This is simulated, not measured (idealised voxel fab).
process module | voxel released beams
cross-section cut | 205 nm wide | cells 5 nm
A cross-section is a grid of square cells, given in bands from the top down. A band is one or more rows of cells.
Each band's line starts with the height of the band's top and of its bottom, in nm. Then come its materials from left to right, each with its width in nm. One material with "throughout" fills the band from edge to edge. "air" is empty space.
Height 0 is the level under which the wafer as received is all one material. The lowest band goes on downwards, as in "0 down".
A width such as "30 to 40" changes by the same amount from each row of cells to the next, from the band's top row to its bottom row.
"no change" after a step means that no cell of the cross-section changed.
closed voids: empty space of 8 cells or more with no open way to the top, each as width x height at its distance from the left edge, in nm
after a step's settings: what the simulator itself notes on the step
overlay nm, on a step with a mask: how far to the right of its planned place the mask lay; to the left if negative
plan
1 op RECEIVE | material Si
2 op CONFORMAL_DEP | material SiN | thk nm 10
3 op DIRECTIONAL_DEP | material SiO2 | thk nm 20
4 op MASKED_ETCH | tone open | mask id ANCHOR | width nm 30 | etch materials SiO2 | depth nm 20 | overlay nm 0
5 op CONFORMAL_DEP | material W | thk nm 10
6 op MASKED_ETCH | tone cover | mask id BEAM | width nm 85 | etch materials W | depth nm 10 | overlay nm 0
7 op STRIP | etch materials SiO2
as received, after step 1
  0 down: Si throughout
  closed voids: none
first wafer at the end, as planned
  40 to 30: air 55 | W 15 | air 10 | W 60 | air 65
  30 to 20: air 60 | W 10 | air 10 | W 10 | air 115
  20 to 10: air 60 | W 30 | air 115
  10 to 0: SiN throughout
  0 down: Si throughout
  closed voids: none
second wafer at the end: like start, like plan, one mistake
  45 to 35: air 55 | W 15 | air 10 | W 60 | air 65
  35 to 25: air 60 | W 10 | air 10 | W 10 | air 115
  25 to 15: air 60 | W 30 | air 115
  15 to 0: SiN throughout
  0 down: Si throughout
  closed voids: none
what went wrong: step 2 ran as: op CONFORMAL_DEP | material SiN | thk nm 15
at the end the second wafer has, in cells: 41 more of SiN
